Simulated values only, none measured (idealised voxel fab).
Process module, titled voxel wiring stack
Square cells of 5 nm make up the cross-section cut, whose width is 210 nm.
In what follows, cross-sections appear as grids of square cells, described through bands that run from the top down, where every band is one or more rows of cells. Basically the band line says how high the top is and how high the bottom is, in nm, and then what's in it from left to right, every material with its width in nm. Empty space shows up as "air", and if a single material carries "all across" it runs the full band edge to edge. Where do heights start? At 0: under that level the wafer as delivered is made of one material only. And the lowest band has no floor; it just carries on downward, as in "0 -> down". Width "30->40": first value at the band's top row of cells, second value at its bottom row, equal change from row to row. For the purposes of this document, the phrase "stayed the same" attached to a step denotes that no cell within the cross-section was modified by that step. Reported under the label "Sealed cavities" are the empty spaces having no open way to the top and comprising 8 cells or more; the notation for each is width x height at distance, in which the distance is measured from the left edge and all three values are in nm. Whatever follows a step's settings on its line is a remark the simulator itself makes about that step. The optional step-line setting "overlay nm" applies to steps with a mask and quantifies how far to the right of its planned location the mask lay, a negative value indicating leftward placement.
Planned process steps:
1 RECEIVE [material Si]
2 CONFORMAL_DEP [material SiO2] [thk nm 15]
3 CONFORMAL_DEP [material SiN] [thk nm 5]
4 DIRECTIONAL_DEP [material SiO2] [thk nm 15]
5 PATTERN [tone open] [mask id METAL_1] [material resist] [width nm 25] [pitch nm 50] [thk nm 20] [overlay nm 0]
6 DIRECTIONAL_ETCH [etch materials SiO2] [depth nm 15]
7 DIRECTIONAL_ETCH [etch materials SiN] [depth nm 5]
8 STRIP [etch materials resist]
9 CONFORMAL_DEP [material TiN] [thk nm 5]
10 FILL_DEP [material Cu] [thk nm 5]
11 CMP [height nm 35]
12 CONFORMAL_DEP [material SiCN] [thk nm 5]
13 DIRECTIONAL_DEP [material lowk] [thk nm 25]
14 DIRECTIONAL_DEP [material aC] [thk nm 10]
15 PATTERN [tone open] [mask id METAL_2_HOLES] [material resist] [width nm 15] [pitch nm 50] [thk nm 25] [overlay nm 0]
16 DIRECTIONAL_ETCH [etch materials aC] [depth nm 10]
17 STRIP [etch materials resist]
18 DIRECTIONAL_ETCH [etch materials lowk] [depth nm 25]
19 STRIP [etch materials aC]
20 PATTERN [tone open] [mask id METAL_2] [material resist] [width nm 25] [pitch nm 50] [thk nm 20] [overlay nm 0]
21 DIRECTIONAL_ETCH [etch materials lowk] [depth nm 15]
22 DIRECTIONAL_ETCH [etch materials SiCN] [depth nm 5]
23 STRIP [etch materials resist]
24 CONFORMAL_DEP [material TiN] [thk nm 5]
25 FILL_DEP [material Cu] [thk nm 5]
26 CMP [height nm 65]
27 CONFORMAL_DEP [material SiCN] [thk nm 5]
28 DIRECTIONAL_DEP [material lowk] [thk nm 30]
29 MASKED_ETCH [tone open] [mask id METAL_3] [width nm 25] [pitch nm 50] [etch materials lowk] [depth nm 15] [overlay nm 0]
30 DIRECTIONAL_DEP [material aC] [thk nm 15]
31 PATTERN [tone open] [mask id METAL_3_HOLES] [material resist] [width nm 15] [pitch nm 50] [thk nm 30] [overlay nm 0]
32 DIRECTIONAL_ETCH [etch materials aC] [depth nm 15]
33 STRIP [etch materials resist]
34 DIRECTIONAL_ETCH [etch materials lowk] [depth nm 15]
35 DIRECTIONAL_ETCH [etch materials SiCN] [depth nm 5]
36 STRIP [etch materials aC]
37 CONFORMAL_DEP [material TiN] [thk nm 5]
38 FILL_DEP [material Cu] [thk nm 10]
39 CMP [height nm 100]
40 CONFORMAL_DEP [material SiN] [thk nm 5]
Received-state cross-section, reflecting completion of step 1:
  0 -> down  Si all across
  Sealed cavities: none
Cross-sectional result after module completion. Note: starting condition and plan are unchanged from above; one processing mistake was made:
  105 -> 100  SiN all across
  100 -> 70  lowk all across
  70 -> 65  SiCN all across
  65 -> 55  lowk=65 / TiN=5 / Cu=15 / TiN=5 / lowk=25 / TiN=5 / Cu=15 / TiN=5 / lowk=70
  55 -> 50  lowk=65 / TiN=5 / Cu=5 / TiN=15 / lowk=25 / TiN=5 / Cu=5 / TiN=15 / lowk=70
  50 -> 40  lowk=65 / TiN=5 / Cu=5 / TiN=5 / lowk=35 / TiN=5 / Cu=5 / TiN=5 / lowk=80
  40 -> 35  SiCN=65 / TiN=15 / SiCN=35 / TiN=15 / SiCN=80
  35 -> 20  SiO2=65 / TiN=5 / Cu=15 / TiN=5 / SiO2=25 / TiN=5 / Cu=15 / TiN=5 / SiO2=70
  20 -> 15  SiN=65 / TiN=25 / SiN=25 / TiN=25 / SiN=70
  15 -> 0  SiO2 all across
  0 -> down  Si all across
  Sealed cavities: none
Diagnosis: the plan had its step 28 run twice
